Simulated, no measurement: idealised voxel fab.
Process module heading - voxel wiring stack
We display cut, a cross-section 230 nm in width whose square cells are each 5 nm.
Reading order for cross-sections: top band down to bottom band. Underlying form: a grid of square cells. Band size: one or more rows of cells.
The entry gives the band's vertical extent as a top height and a bottom height in nm, then its horizontal make-up as materials from left to right, each with a width in nm. "empty" stands for empty space; a single material marked "throughout" fills the band edge to edge.
Basically, 0 is our baseline, since under it the wafer straight out of the box is all one material. The bottom band has no lower end and keeps on going down, so it looks like "0 down".
The notation "30 to 40" denotes a width that varies across the rows of cells in the band, beginning at the first number in the top row, finishing at the second number in the bottom row, and changing by an identical amount from each row to the next.
Reading "nothing altered" for a step: not a cell of the cross-section changed in it.
The entry "Voids, enclosed" lists the empty spaces that cover at least 8 cells and have no open path to the top. Each is written as width x height at distance, where the distance is measured from the left edge and all three values are in nm.
Anything after a step's settings on that line? It's the simulator's own note about the step.
Regarding "overlay nm": on a step with a mask, it is the distance the mask lay to the right of its planned place; a negative value places it to the left.

This section lists the process steps that were planned:
1 RECEIVE [material Si]
2 CONFORMAL_DEP [material SiO2] [thk nm 10]
3 DIRECTIONAL_DEP [material TiN] [thk nm 5]
4 DIRECTIONAL_DEP [material Ru] [thk nm 25]
5 PATTERN [tone cover] [mask id METAL_1] [material resist] [width nm 20] [pitch nm 35] [thk nm 15] [overlay nm 0]
6 DIRECTIONAL_ETCH [etch materials Ru] [depth nm 25]
7 DIRECTIONAL_ETCH [etch materials TiN] [depth nm 5]
8 STRIP [etch materials resist]
9 CONFORMAL_DEP [material SiCN] [thk nm 5]
10 FILL_DEP [material SiO2] [thk nm 10]
11 CMP [height nm 40]
12 CONFORMAL_DEP [material SiCN] [thk nm 5]
13 DIRECTIONAL_DEP [material SiO2] [thk nm 20]
14 MASKED_ETCH [tone open] [mask id PLUG_1] [width nm 15] [pitch nm 70] [etch materials SiO2] [depth nm 20] [overlay nm 0]
15 MASKED_ETCH [tone open] [mask id PLUG_1] [width nm 15] [pitch nm 70] [etch materials SiCN] [depth nm 5] [overlay nm 0]
16 EPI [material Ru] [thk nm 10]
17 EPI [material Ru] [thk nm 10]
18 EPI [material Ru] [thk nm 5]
19 CONFORMAL_DEP [material SiCN] [thk nm 5]
20 DIRECTIONAL_DEP [material SiO2] [thk nm 15]
21 DIRECTIONAL_DEP [material aC] [thk nm 10]
22 PATTERN [tone open] [mask id METAL_2] [material resist] [width nm 20] [pitch nm 35] [thk nm 25] [overlay nm 0]
23 DIRECTIONAL_ETCH [etch materials aC] [depth nm 10]
24 STRIP [etch materials resist]
25 DIRECTIONAL_ETCH [etch materials SiO2] [depth nm 15]
26 DIRECTIONAL_ETCH [etch materials SiCN] [depth nm 5]
27 STRIP [etch materials aC]
28 CONFORMAL_DEP [material TiN] [thk nm 5]
29 FILL_DEP [material Ru] [thk nm 10]
30 CMP [height nm 85]
31 CONFORMAL_DEP [material SiCN] [thk nm 5]
32 DIRECTIONAL_DEP [material SiO2] [thk nm 20]
33 PATTERN [tone open] [mask id PLUG_2] [material resist] [width nm 15] [pitch nm 70] [thk nm 20] [overlay nm 0]
34 DIRECTIONAL_ETCH [etch materials SiO2] [depth nm 20]
35 DIRECTIONAL_ETCH [etch materials SiCN] [depth nm 5]
36 STRIP [etch materials resist]
37 CONFORMAL_DEP [material TiN] [thk nm 5]
38 FILL_DEP [material Ru] [thk nm 5]
39 CMP [height nm 110]
40 CONFORMAL_DEP [material SiN] [thk nm 5]
41 DIRECTIONAL_DEP [material lowk] [thk nm 20]
42 PATTERN [tone open] [mask id METAL_3] [material resist] [width nm 20] [pitch nm 35] [thk nm 15] [overlay nm 0]
43 DIRECTIONAL_ETCH [etch materials lowk] [depth nm 20]
44 DIRECTIONAL_ETCH [etch materials SiN] [depth nm 5]
45 STRIP [etch materials resist]
46 CONFORMAL_DEP [material TiN] [thk nm 5]
47 FILL_DEP [material Cu] [thk nm 5]
48 CMP [height nm 135]
49 CONFORMAL_DEP [material SiCN] [thk nm 5]
50 DIRECTIONAL_DEP [material lowk] [thk nm 25]
51 MASKED_ETCH [tone open] [mask id METAL_4_HOLES] [width nm 15] [pitch nm 35] [etch materials lowk] [depth nm 25] [overlay nm 0]
52 MASKED_ETCH [tone open] [mask id METAL_4] [width nm 20] [pitch nm 35] [etch materials lowk] [depth nm 15] [overlay nm 0]
53 MASKED_ETCH [tone open] [mask id METAL_4] [width nm 20] [pitch nm 35] [etch materials SiCN] [depth nm 5] [overlay nm 0]
54 CONFORMAL_DEP [material TiN] [thk nm 5]
55 FILL_DEP [material Cu] [thk nm 10]
56 CMP [height nm 165]
57 CONFORMAL_DEP [material SiCN] [thk nm 5]

Wafer at receipt (post step 1), cross-section:
  0 down: Si throughout
  Voids, enclosed: none

Cross-section: first of two wafers, module finished, run according to plan:
  170 to 165: SiCN throughout
  165 to 155: lowk 50, then TiN 5, then Cu 10, then TiN 5, then lowk 15, then TiN 5, then Cu 10, then TiN 5, then lowk 15, then TiN 5, then Cu 10, then TiN 5, then lowk 15, then TiN 5, then Cu 10, then TiN 5, then lowk 55
  155 to 150: lowk 50, then TiN 5, then Cu 5, then TiN 10, then lowk 15, then TiN 5, then Cu 5, then TiN 10, then lowk 15, then TiN 5, then Cu 5, then TiN 10, then lowk 15, then TiN 5, then Cu 5, then TiN 10, then lowk 55
  150 to 140: lowk 50, then TiN 5, then Cu 5, then TiN 5, then lowk 20, then TiN 5, then Cu 5, then TiN 5, then lowk 20, then TiN 5, then Cu 5, then TiN 5, then lowk 20, then TiN 5, then Cu 5, then TiN 5, then lowk 60
  140 to 135: SiCN 50, then TiN 15, then SiCN 20, then TiN 15, then SiCN 20, then TiN 15, then SiCN 20, then TiN 15, then SiCN 60
  135 to 115: lowk 50, then TiN 5, then Cu 10, then TiN 5, then lowk 15, then TiN 5, then Cu 10, then TiN 5, then lowk 15, then TiN 5, then Cu 10, then TiN 5, then lowk 15, then TiN 5, then Cu 10, then TiN 5, then lowk 55
  115 to 110: SiN 50, then TiN 20, then SiN 15, then TiN 20, then SiN 15, then TiN 20, then SiN 15, then TiN 20, then SiN 55
  110 to 90: SiO2 50, then TiN 5, then Ru 5, then TiN 5, then SiO2 55, then TiN 5, then Ru 5, then TiN 5, then SiO2 95
  90 to 85: SiCN 50, then TiN 15, then SiCN 55, then TiN 15, then SiCN 95
  85 to 70: SiO2 50, then TiN 5, then Ru 10, then TiN 5, then SiO2 15, then TiN 5, then Ru 10, then TiN 5, then SiO2 15, then TiN 5, then Ru 10, then TiN 5, then SiO2 15, then TiN 5, then Ru 10, then TiN 5, then SiO2 55
  70 to 65: SiCN 50, then TiN 20, then SiCN 15, then TiN 20, then SiCN 15, then TiN 20, then SiCN 15, then TiN 20, then SiCN 55
  65 to 45: SiO2 50, then Ru 15, then SiO2 55, then Ru 15, then SiO2 95
  45 to 40: SiCN 50, then Ru 15, then SiCN 55, then Ru 15, then SiCN 95
  40 to 15: SiO2 45, then SiCN 5, then Ru 20, then SiCN 5, then SiO2 5, then SiCN 5, then Ru 20, then SiCN 5, then SiO2 5, then SiCN 5, then Ru 20, then SiCN 5, then SiO2 5, then SiCN 5, then Ru 20, then SiCN 5, then SiO2 50
  15 to 10: SiCN 50, then TiN 20, then SiCN 15, then TiN 20, then SiCN 15, then TiN 20, then SiCN 15, then TiN 20, then SiCN 55
  10 to 0: SiO2 throughout
  0 down: Si throughout
  Voids, enclosed: none

Wafer two (of two), end-of-module cross-section: start = wafer one, plan = wafer one, one run mistake:
  170 to 165: SiCN throughout
  165 to 155: lowk 50, then TiN 5, then Cu 10, then TiN 5, then lowk 15, then TiN 5, then Cu 10, then TiN 5, then lowk 15, then TiN 5, then Cu 10, then TiN 5, then lowk 15, then TiN 5, then Cu 10, then TiN 5, then lowk 55
  155 to 150: lowk 50, then TiN 5, then Cu 5, then TiN 10, then lowk 15, then TiN 5, then Cu 5, then TiN 10, then lowk 15, then TiN 5, then Cu 5, then TiN 10, then lowk 15, then TiN 5, then Cu 5, then TiN 10, then lowk 55
  150 to 140: lowk 50, then TiN 5, then Cu 5, then TiN 5, then lowk 20, then TiN 5, then Cu 5, then TiN 5, then lowk 20, then TiN 5, then Cu 5, then TiN 5, then lowk 20, then TiN 5, then Cu 5, then TiN 5, then lowk 60
  140 to 135: SiCN 50, then TiN 15, then SiCN 20, then TiN 15, then SiCN 20, then TiN 15, then SiCN 20, then TiN 15, then SiCN 60
  135 to 115: lowk 50, then TiN 5, then Cu 10, then TiN 5, then lowk 15, then TiN 5, then Cu 10, then TiN 5, then lowk 15, then TiN 5, then Cu 10, then TiN 5, then lowk 15, then TiN 5, then Cu 10, then TiN 5, then lowk 55
  115 to 110: SiN 50, then TiN 20, then SiN 15, then TiN 20, then SiN 15, then TiN 20, then SiN 15, then TiN 20, then SiN 55
  110 to 90: SiO2 50, then TiN 5, then Ru 5, then TiN 5, then SiO2 55, then TiN 5, then Ru 5, then TiN 5, then SiO2 95
  90 to 85: SiCN 50, then TiN 15, then SiCN 55, then TiN 15, then SiCN 95
  85 to 70: SiO2 50, then TiN 5, then Ru 10, then TiN 5, then SiO2 15, then TiN 5, then Ru 10, then TiN 5, then SiO2 15, then TiN 5, then Ru 10, then TiN 5, then SiO2 15, then TiN 5, then Ru 10, then TiN 5, then SiO2 55
  70 to 65: SiCN 50, then TiN 20, then SiCN 15, then TiN 20, then SiCN 15, then TiN 20, then SiCN 15, then TiN 20, then SiCN 55
  65 to 45: SiO2 50, then Ru 20, then SiO2 50, then Ru 20, then SiO2 90
  45 to 40: SiCN 50, then Ru 15, then SiCN 55, then Ru 15, then SiCN 95
  40 to 15: SiO2 45, then SiCN 5, then Ru 20, then SiCN 5, then SiO2 5, then SiCN 5, then Ru 20, then SiCN 5, then SiO2 5, then SiCN 5, then Ru 20, then SiCN 5, then SiO2 5, then SiCN 5, then Ru 20, then SiCN 5, then SiO2 50
  15 to 10: SiCN 50, then TiN 20, then SiCN 15, then TiN 20, then SiCN 15, then TiN 20, then SiCN 15, then TiN 20, then SiCN 55
  10 to 0: SiO2 throughout
  0 down: Si throughout
  Voids, enclosed: none
What went wrong in running the wafer? step 14 was run on a setting that differed from the plan, and what really ran there is MASKED_ETCH [tone open] [mask id PLUG_1] [width nm 20] [pitch nm 70] [etch materials SiO2] [depth nm 20] [overlay nm 0]
The final cell counts differ between the wafers, with the second having more or fewer of some materials than the first: Ru: 8 more, SiO2: 8 fewer
